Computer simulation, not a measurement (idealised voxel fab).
The following is a process module called voxel spacer lines.
For reference, the cross-section in this document is cut, with width 260 nm and square cells of 5 nm.
How to read a cross-section here: the picture is a grid of square cells, written as bands going from the top down, and any band can span one or more rows of cells.
Heads up on the band format: heights come first, top then bottom, in nm. After that it's the materials left to right, each with its width in nm. A single material flagged "throughout" fills the whole band edge to edge, and "blank" means there's empty space there.
Convention: height 0 is the level below which the wafer, as received, is all one material. The lowest band does not terminate at the bottom but continues downward, represented as "0..down".
Read "30 to 40" as a graded width: first number on top, second number at the bottom, same change between each pair of neighbouring rows.
For the purposes of this document, the phrase "identical to before" attached to a step denotes that no cell within the cross-section was modified by that step.
"Fully closed voids": empty spaces of 8 cells or more with no open way to the top, each given as width x height at distance, distance from the left edge, all in nm.
What comes after the settings on a step's line is commentary from the simulator itself on that step.
Steps that use a mask can have "overlay nm" on their line. It says how far the mask sat to the right of where it was meant to be. Negative means to the left.
-- Steps planned for the process
1) RECEIVE,material Si
2) CONFORMAL_DEP,material SiO2,thk nm 5
3) DIRECTIONAL_DEP,material TiN,thk nm 15
4) DIRECTIONAL_DEP,material aC,thk nm 25
5) PATTERN,tone cover,mask id MANDREL,material resist,width nm 25,pitch nm 80,thk nm 35,overlay nm 0
6) DIRECTIONAL_ETCH,etch materials aC,depth nm 25
7) STRIP,etch materials resist
8) CONFORMAL_DEP,material SiN,thk nm 15
9) DIRECTIONAL_ETCH,etch materials SiN,depth nm 15
10) STRIP,etch materials aC
11) DIRECTIONAL_ETCH,etch materials TiN,depth nm 15
12) STRIP,etch materials SiN
-- Cross-section of the wafer upon arrival, representing the state reached after step 1
0..down  Si throughout
Fully closed voids: none
-- Starting wafer: above. Plan: above. Run: one mistake. Cross-section after the module: below
20..10  20 of blank / 15 of TiN / 25 of blank / 15 of TiN / 25 of blank / 15 of TiN / 25 of blank / 15 of TiN / 25 of blank / 15 of TiN / 25 of blank / 15 of TiN / 25 of blank
10..5  TiN throughout
5..0  SiO2 throughout
0..down  Si throughout
Fully closed voids: none
Plan not followed: in deviation from the planned setting, step 11 was conducted as DIRECTIONAL_ETCH,etch materials TiN,depth nm 10
